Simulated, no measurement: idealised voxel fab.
process module | voxel capacitor over wiring
cross-section cut | 225 nm wide | cells 5 nm
A cross-section is a grid of square cells, given in bands from the top down. A band is one or more rows of cells.
Each band's line starts with the height of the band's top and of its bottom, in nm. Then come its materials from left to right, each with its width in nm. One material with "throughout" fills the band from edge to edge. "air" is empty space.
Height 0 is the level under which the wafer as received is all one material. The lowest band goes on downwards, as in "0 down".
A width such as "30 to 40" changes by the same amount from each row of cells to the next, from the band's top row to its bottom row.
"no change" after a step means that no cell of the cross-section changed.
closed voids: empty space of 8 cells or more with no open way to the top, each as width x height at its distance from the left edge, in nm
after a step's settings: what the simulator itself notes on the step
overlay nm, on a step with a mask: how far to the right of its planned place the mask lay; to the left if negative
plan
1 op RECEIVE | material Si
2 op CONFORMAL_DEP | material SiO2 | thk nm 15
3 op CONFORMAL_DEP | material SiCN | thk nm 5
4 op DIRECTIONAL_DEP | material SiO2 | thk nm 20
5 op MASKED_ETCH | tone open | mask id METAL_1 | width nm 30 | pitch nm 90 | etch materials SiO2 | depth nm 20 | overlay nm 0
6 op MASKED_ETCH | tone open | mask id METAL_1 | width nm 30 | pitch nm 90 | etch materials SiCN | depth nm 5 | overlay nm 0
7 op CONFORMAL_DEP | material TiN | thk nm 5
8 op FILL_DEP | material Cu | thk nm 10
9 op CMP | height nm 40
10 op CONFORMAL_DEP | material SiCN | thk nm 5
11 op DIRECTIONAL_DEP | material lowk | thk nm 15
12 op DIRECTIONAL_DEP | material aC | thk nm 10
13 op PATTERN | tone open | mask id PLUG_1 | material resist | width nm 15 | thk nm 30 | overlay nm 0
14 op DIRECTIONAL_ETCH | etch materials aC | depth nm 10
15 op STRIP | etch materials resist
16 op DIRECTIONAL_ETCH | etch materials lowk | depth nm 15
17 op DIRECTIONAL_ETCH | etch materials SiCN | depth nm 5
18 op STRIP | etch materials aC
19 op CONFORMAL_DEP | material TiN | thk nm 5
20 op FILL_DEP | material Ru | thk nm 5
21 op CMP | height nm 60
22 op DIRECTIONAL_DEP | material TiN | thk nm 5
23 op DIRECTIONAL_DEP | material SiN | thk nm 5
24 op DIRECTIONAL_DEP | material TiN | thk nm 5
25 op DIRECTIONAL_DEP | material aC | thk nm 10
26 op PATTERN | tone cover | mask id UPPER_PLATE | material resist | width nm 65 | thk nm 25 | overlay nm 0
27 op DIRECTIONAL_ETCH | etch materials aC | depth nm 10
28 op STRIP | etch materials resist
29 op DIRECTIONAL_ETCH | etch materials TiN | depth nm 5
30 op DIRECTIONAL_ETCH | etch materials SiN | depth nm 5
31 op STRIP | etch materials aC
32 op MASKED_ETCH | tone cover | mask id LOWER_PLATE | width nm 75 | etch materials TiN | depth nm 5 | overlay nm 0
33 op FILL_DEP | material SiO2 | thk nm 20
34 op CMP | height nm 90
35 op PATTERN | tone open | mask id PLUG_2 | material resist | width nm 15 | thk nm 20 | overlay nm 0
36 op DIRECTIONAL_ETCH | etch materials SiO2 | depth nm 15
37 op STRIP | etch materials resist
38 op CONFORMAL_DEP | material TiN | thk nm 5
39 op FILL_DEP | material Ru | thk nm 5
40 op CMP | height nm 90
41 op CONFORMAL_DEP | material SiCN | thk nm 5
as received, after step 1
  0 down: Si throughout
  closed voids: none
a wafer at the end: this start, this plan, one mistake
  95 to 90: SiCN throughout
  90 to 80: SiO2 75 | TiN 5 | Ru 5 | TiN 5 | SiO2 135
  80 to 70: SiO2 75 to 65 | TiN 15 to 65 | SiO2 135 to 95
  70 to 65: SiO2 65 | SiN 65 | SiO2 95
  65 to 60: SiO2 60 | TiN 75 | SiO2 90
  60 to 55: SiCN 65 | TiN 15 | SiCN 145
  55 to 45: Cu throughout
  45 to 40: TiN 55 | Cu 20 | TiN 70 | Cu 20 | TiN 60
  40 to 20: SiO2 50 | TiN 5 | Cu 20 | TiN 5 | SiO2 60 | TiN 5 | Cu 20 | TiN 5 | SiO2 55
  20 to 15: SiCN 50 | TiN 30 | SiCN 60 | TiN 30 | SiCN 55
  15 to 0: SiO2 throughout
  0 down: Si throughout
  closed voids: none
what went wrong: step 9 was left out
